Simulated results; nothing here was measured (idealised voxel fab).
You're looking at the process module voxel self aligned vias.
Section shown: cut. Width: 225 nm. Cell size: 5 nm, square.
Format of a cross-section: grid, square cells. Given as bands. Order: top down. Band: one or more rows of cells. Band: top height; bottom height; in nm. Then, left to right: material with width in nm, for each material. "full width": a single material spanning edge to edge. "blank": empty space. Counting heights begins at 0, where everything beneath is, in the wafer as received, one material. The lowest band has no bottom; it goes on downwards, as "0 nm and below" shows. A width such as "30..40" changes by the same amount from each row of cells to the next, from the band's top row to its bottom row. "remained the same", as given for a step, is the statement that not any cell of the cross-section underwent a change during that step. Entry "Closed void roster". Content: empty spaces with no open connection to the top, size 8 cells or greater. Each: width x height at distance. Distance: from left edge. Unit: nm. Note: text after step settings on the step line = simulator remark on that step. overlay nm: where the mask lay relative to plan, measured to the right, on steps with a mask; negatives go left.

So here's the lineup of process steps we planned:
1. RECEIVE: material Si
2. CONFORMAL_DEP: material SiO2, thk nm 15
3. CONFORMAL_DEP: material SiCN, thk nm 5
4. DIRECTIONAL_DEP: material lowk, thk nm 25
5. DIRECTIONAL_DEP: material aC, thk nm 10
6. PATTERN: tone open, mask id LINES, material resist, width nm 20, pitch nm 65, thk nm 25, overlay nm 0
7. DIRECTIONAL_ETCH: etch materials aC, depth nm 10
8. STRIP: etch materials resist
9. DIRECTIONAL_ETCH: etch materials lowk, depth nm 25
10. STRIP: etch materials aC
11. CONFORMAL_DEP: material TiN, thk nm 5
12. FILL_DEP: material Ru, thk nm 10
13. CMP: height nm 45
14. SELECTIVE_ETCH: etch materials W Ru TiN, depth nm 5
15. FILL_DEP: material SiN, thk nm 10
16. CMP: height nm 45
17. DIRECTIONAL_DEP: material lowk, thk nm 15
18. DIRECTIONAL_DEP: material aC, thk nm 15
19. PATTERN: tone open, mask id VIAS, material resist, width nm 40, pitch nm 130, thk nm 30, overlay nm 0
20. DIRECTIONAL_ETCH: etch materials aC, depth nm 15
21. STRIP: etch materials resist
22. DIRECTIONAL_ETCH: etch materials lowk, depth nm 15
23. DIRECTIONAL_ETCH: etch materials SiN, depth nm 5
24. STRIP: etch materials aC
25. CONFORMAL_DEP: material TiN, thk nm 5
26. FILL_DEP: material Cu, thk nm 5
27. CMP: height nm 60
28. CONFORMAL_DEP: material SiN, thk nm 5

first wafer, as planned:

Wafer cross-section on receipt, i.e. after step 1:
    0 nm and below | Si full width
    Closed void roster: none

after step 2:
    15 nm to 0 nm | SiO2 full width
    Whatever lies below 0 is exactly as it was before.

after step 3:
    20 nm to 15 nm | SiCN full width
    Whatever lies below 15 is exactly as it was before.

after step 4:
    45 nm to 20 nm | lowk full width
    Whatever lies below 20 is exactly as it was before.

after step 5:
    55 nm to 45 nm | aC full width
    Whatever lies below 45 is exactly as it was before.

after step 6:
    80 nm to 55 nm | 35 resist; 20 blank; 45 resist; 20 blank; 45 resist; 20 blank; 40 resist
    Whatever lies below 55 is exactly as it was before.

after step 7:
    70 nm to 55 nm | 35 resist; 20 blank; 45 resist; 20 blank; 45 resist; 20 blank; 40 resist
    55 nm to 45 nm | 35 aC; 20 blank; 45 aC; 20 blank; 45 aC; 20 blank; 40 aC
    Whatever lies below 45 is exactly as it was before.

after step 8:
    55 nm to 45 nm | 35 aC; 20 blank; 45 aC; 20 blank; 45 aC; 20 blank; 40 aC
    Whatever lies below 45 is exactly as it was before.

after step 9:
    55 nm to 45 nm | 35 aC; 20 blank; 45 aC; 20 blank; 45 aC; 20 blank; 40 aC
    45 nm to 20 nm | 35 lowk; 20 blank; 45 lowk; 20 blank; 45 lowk; 20 blank; 40 lowk
    Whatever lies below 20 is exactly as it was before.

after step 10:
    45 nm to 20 nm | 35 lowk; 20 blank; 45 lowk; 20 blank; 45 lowk; 20 blank; 40 lowk
    Whatever lies below 20 is exactly as it was before.

after step 11:
    50 nm to 45 nm | 40 TiN; 10 blank; 55 TiN; 10 blank; 55 TiN; 10 blank; 45 TiN
    45 nm to 25 nm | 35 lowk; 5 TiN; 10 blank; 5 TiN; 45 lowk; 5 TiN; 10 blank; 5 TiN; 45 lowk; 5 TiN; 10 blank; 5 TiN; 40 lowk
    25 nm to 20 nm | 35 lowk; 20 TiN; 45 lowk; 20 TiN; 45 lowk; 20 TiN; 40 lowk
    Whatever lies below 20 is exactly as it was before.

after step 12:
    60 nm to 50 nm | Ru full width
    50 nm to 45 nm | 40 TiN; 10 Ru; 55 TiN; 10 Ru; 55 TiN; 10 Ru; 45 TiN
    45 nm to 25 nm | 35 lowk; 5 TiN; 10 Ru; 5 TiN; 45 lowk; 5 TiN; 10 Ru; 5 TiN; 45 lowk; 5 TiN; 10 Ru; 5 TiN; 40 lowk
    Whatever lies below 25 is exactly as it was before.

after step 13:
    45 nm to 25 nm | 35 lowk; 5 TiN; 10 Ru; 5 TiN; 45 lowk; 5 TiN; 10 Ru; 5 TiN; 45 lowk; 5 TiN; 10 Ru; 5 TiN; 40 lowk
    Whatever lies below 25 is exactly as it was before.

after step 14:
    45 nm to 40 nm | 35 lowk; 20 blank; 45 lowk; 20 blank; 45 lowk; 20 blank; 40 lowk
    Whatever lies below 40 is exactly as it was before.

after step 15:
    55 nm to 45 nm | SiN full width
    45 nm to 40 nm | 35 lowk; 20 SiN; 45 lowk; 20 SiN; 45 lowk; 20 SiN; 40 lowk
    Whatever lies below 40 is exactly as it was before.

after step 16:
    45 nm to 40 nm | 35 lowk; 20 SiN; 45 lowk; 20 SiN; 45 lowk; 20 SiN; 40 lowk
    Whatever lies below 40 is exactly as it was before.

after step 17:
    60 nm to 45 nm | lowk full width
    Whatever lies below 45 is exactly as it was before.

after step 18:
    75 nm to 60 nm | aC full width
    Whatever lies below 60 is exactly as it was before.

after step 19:
    105 nm to 75 nm | 25 resist; 40 blank; 90 resist; 40 blank; 30 resist
    Whatever lies below 75 is exactly as it was before.

after step 20:
    90 nm to 75 nm | 25 resist; 40 blank; 90 resist; 40 blank; 30 resist
    75 nm to 60 nm | 25 aC; 40 blank; 90 aC; 40 blank; 30 aC
    Whatever lies below 60 is exactly as it was before.

after step 21:
    75 nm to 60 nm | 25 aC; 40 blank; 90 aC; 40 blank; 30 aC
    Whatever lies below 60 is exactly as it was before.

after step 22:
    75 nm to 60 nm | 25 aC; 40 blank; 90 aC; 40 blank; 30 aC
    60 nm to 45 nm | 25 lowk; 40 blank; 90 lowk; 40 blank; 30 lowk
    Whatever lies below 45 is exactly as it was before.

after step 23:
    75 nm to 60 nm | 25 aC; 40 blank; 90 aC; 40 blank; 30 aC
    60 nm to 45 nm | 25 lowk; 40 blank; 90 lowk; 40 blank; 30 lowk
    45 nm to 40 nm | 35 lowk; 20 blank; 45 lowk; 20 SiN; 45 lowk; 20 blank; 40 lowk
    Whatever lies below 40 is exactly as it was before.

after step 24:
    60 nm to 45 nm | 25 lowk; 40 blank; 90 lowk; 40 blank; 30 lowk
    Whatever lies below 45 is exactly as it was before.

after step 25:
    65 nm to 60 nm | 30 TiN; 30 blank; 100 TiN; 30 blank; 35 TiN
    60 nm to 50 nm | 25 lowk; 5 TiN; 30 blank; 5 TiN; 90 lowk; 5 TiN; 30 blank; 5 TiN; 30 lowk
    50 nm to 45 nm | 25 lowk; 15 TiN; 10 blank; 15 TiN; 90 lowk; 15 TiN; 10 blank; 15 TiN; 30 lowk
    45 nm to 40 nm | 35 lowk; 20 TiN; 45 lowk; 20 SiN; 45 lowk; 20 TiN; 40 lowk
    Whatever lies below 40 is exactly as it was before.

after step 26:
    70 nm to 65 nm | Cu full width
    65 nm to 60 nm | 30 TiN; 30 Cu; 100 TiN; 30 Cu; 35 TiN
    60 nm to 50 nm | 25 lowk; 5 TiN; 30 Cu; 5 TiN; 90 lowk; 5 TiN; 30 Cu; 5 TiN; 30 lowk
    50 nm to 45 nm | 25 lowk; 15 TiN; 10 Cu; 15 TiN; 90 lowk; 15 TiN; 10 Cu; 15 TiN; 30 lowk
    Whatever lies below 45 is exactly as it was before.

after step 27:
    60 nm to 50 nm | 25 lowk; 5 TiN; 30 Cu; 5 TiN; 90 lowk; 5 TiN; 30 Cu; 5 TiN; 30 lowk
    Whatever lies below 50 is exactly as it was before.

after step 28:
    65 nm to 60 nm | SiN full width
    Whatever lies below 60 is exactly as it was before.

What follows concerns the second wafer, which started out like the first and was meant to follow the very same plan; one mistake crept in when it was run, but everything up to and including step 2 is the same as for the first wafer:

Cross-section of the second wafer when, according to plan, step 3 should have finished: remained the same

Cross-section of the second wafer when, according to plan, step 4 should have finished:
    40 nm to 15 nm | lowk full width
    Whatever lies below 15 is exactly as it was before.

Cross-section of the second wafer when, according to plan, step 5 should have finished:
    50 nm to 40 nm | aC full width
    Whatever lies below 40 is exactly as it was before.

Cross-section of the second wafer when, according to plan, step 6 should have finished:
    75 nm to 50 nm | 35 resist; 20 blank; 45 resist; 20 blank; 45 resist; 20 blank; 40 resist
    Whatever lies below 50 is exactly as it was before.

Cross-section of the second wafer when, according to plan, step 7 should have finished:
    65 nm to 50 nm | 35 resist; 20 blank; 45 resist; 20 blank; 45 resist; 20 blank; 40 resist
    50 nm to 40 nm | 35 aC; 20 blank; 45 aC; 20 blank; 45 aC; 20 blank; 40 aC
    Whatever lies below 40 is exactly as it was before.

Cross-section of the second wafer when, according to plan, step 8 should have finished:
    50 nm to 40 nm | 35 aC; 20 blank; 45 aC; 20 blank; 45 aC; 20 blank; 40 aC
    Whatever lies below 40 is exactly as it was before.

Cross-section of the second wafer when, according to plan, step 9 should have finished:
    50 nm to 40 nm | 35 aC; 20 blank; 45 aC; 20 blank; 45 aC; 20 blank; 40 aC
    40 nm to 15 nm | 35 lowk; 20 blank; 45 lowk; 20 blank; 45 lowk; 20 blank; 40 lowk
    Whatever lies below 15 is exactly as it was before.

Cross-section of the second wafer when, according to plan, step 10 should have finished:
    40 nm to 15 nm | 35 lowk; 20 blank; 45 lowk; 20 blank; 45 lowk; 20 blank; 40 lowk
    Whatever lies below 15 is exactly as it was before.

Cross-section of the second wafer when, according to plan, step 11 should have finished:
    45 nm to 40 nm | 40 TiN; 10 blank; 55 TiN; 10 blank; 55 TiN; 10 blank; 45 TiN
    40 nm to 20 nm | 35 lowk; 5 TiN; 10 blank; 5 TiN; 45 lowk; 5 TiN; 10 blank; 5 TiN; 45 lowk; 5 TiN; 10 blank; 5 TiN; 40 lowk
    20 nm to 15 nm | 35 lowk; 20 TiN; 45 lowk; 20 TiN; 45 lowk; 20 TiN; 40 lowk
    Whatever lies below 15 is exactly as it was before.

Cross-section of the second wafer when, according to plan, step 12 should have finished:
    55 nm to 45 nm | Ru full width
    45 nm to 40 nm | 40 TiN; 10 Ru; 55 TiN; 10 Ru; 55 TiN; 10 Ru; 45 TiN
    40 nm to 20 nm | 35 lowk; 5 TiN; 10 Ru; 5 TiN; 45 lowk; 5 TiN; 10 Ru; 5 TiN; 45 lowk; 5 TiN; 10 Ru; 5 TiN; 40 lowk
    Whatever lies below 20 is exactly as it was before.

Cross-section of the second wafer when, according to plan, step 13 should have finished:
    45 nm to 40 nm | 40 TiN; 10 Ru; 55 TiN; 10 Ru; 55 TiN; 10 Ru; 45 TiN
    Whatever lies below 40 is exactly as it was before.

Cross-section of the second wafer when, according to plan, step 14 should have finished:
    40 nm to 20 nm | 35 lowk; 5 TiN; 10 Ru; 5 TiN; 45 lowk; 5 TiN; 10 Ru; 5 TiN; 45 lowk; 5 TiN; 10 Ru; 5 TiN; 40 lowk
    Whatever lies below 20 is exactly as it was before.

Cross-section of the second wafer when, according to plan, step 15 should have finished:
    50 nm to 40 nm | SiN full width
    Whatever lies below 40 is exactly as it was before.

Cross-section of the second wafer when, according to plan, step 16 should have finished:
    45 nm to 40 nm | SiN full width
    Whatever lies below 40 is exactly as it was before.

Cross-section of the second wafer when, according to plan, step 17 should have finished:
    60 nm to 45 nm | lowk full width
    Whatever lies below 45 is exactly as it was before.

Cross-section of the second wafer when, according to plan, step 18 should have finished:
    75 nm to 60 nm | aC full width
    Whatever lies below 60 is exactly as it was before.

Cross-section of the second wafer when, according to plan, step 19 should have finished:
    105 nm to 75 nm | 25 resist; 40 blank; 90 resist; 40 blank; 30 resist
    Whatever lies below 75 is exactly as it was before.

Cross-section of the second wafer when, according to plan, step 20 should have finished:
    90 nm to 75 nm | 25 resist; 40 blank; 90 resist; 40 blank; 30 resist
    75 nm to 60 nm | 25 aC; 40 blank; 90 aC; 40 blank; 30 aC
    Whatever lies below 60 is exactly as it was before.

Cross-section of the second wafer when, according to plan, step 21 should have finished:
    75 nm to 60 nm | 25 aC; 40 blank; 90 aC; 40 blank; 30 aC
    Whatever lies below 60 is exactly as it was before.

Cross-section of the second wafer when, according to plan, step 22 should have finished:
    75 nm to 60 nm | 25 aC; 40 blank; 90 aC; 40 blank; 30 aC
    60 nm to 45 nm | 25 lowk; 40 blank; 90 lowk; 40 blank; 30 lowk
    Whatever lies below 45 is exactly as it was before.

Cross-section of the second wafer when, according to plan, step 23 should have finished:
    75 nm to 60 nm | 25 aC; 40 blank; 90 aC; 40 blank; 30 aC
    60 nm to 45 nm | 25 lowk; 40 blank; 90 lowk; 40 blank; 30 lowk
    45 nm to 40 nm | 25 SiN; 40 blank; 90 SiN; 40 blank; 30 SiN
    Whatever lies below 40 is exactly as it was before.

Cross-section of the second wafer when, according to plan, step 24 should have finished:
    60 nm to 45 nm | 25 lowk; 40 blank; 90 lowk; 40 blank; 30 lowk
    Whatever lies below 45 is exactly as it was before.

Cross-section of the second wafer when, according to plan, step 25 should have finished:
    65 nm to 60 nm | 30 TiN; 30 blank; 100 TiN; 30 blank; 35 TiN
    60 nm to 45 nm | 25 lowk; 5 TiN; 30 blank; 5 TiN; 90 lowk; 5 TiN; 30 blank; 5 TiN; 30 lowk
    45 nm to 40 nm | 25 SiN; 40 TiN; 90 SiN; 40 TiN; 30 SiN
    Whatever lies below 40 is exactly as it was before.

Cross-section of the second wafer when, according to plan, step 26 should have finished:
    70 nm to 65 nm | Cu full width
    65 nm to 60 nm | 30 TiN; 30 Cu; 100 TiN; 30 Cu; 35 TiN
    60 nm to 45 nm | 25 lowk; 5 TiN; 30 Cu; 5 TiN; 90 lowk; 5 TiN; 30 Cu; 5 TiN; 30 lowk
    Whatever lies below 45 is exactly as it was before.

Cross-section of the second wafer when, according to plan, step 27 should have finished:
    60 nm to 45 nm | 25 lowk; 5 TiN; 30 Cu; 5 TiN; 90 lowk; 5 TiN; 30 Cu; 5 TiN; 30 lowk
    Whatever lies below 45 is exactly as it was before.

Cross-section of the second wafer when, according to plan, step 28 should have finished:
    65 nm to 60 nm | SiN full width
    Whatever lies below 60 is exactly as it was before.
So what did we get wrong on this run? step 3 in the plan did not get run; it was skipped
At the finish, the second wafer shows more or fewer cells for some materials than the first does: Cu: 8 more, Ru: 6 more, SiCN: 45 fewer, SiN: 25 more, TiN: 6 more
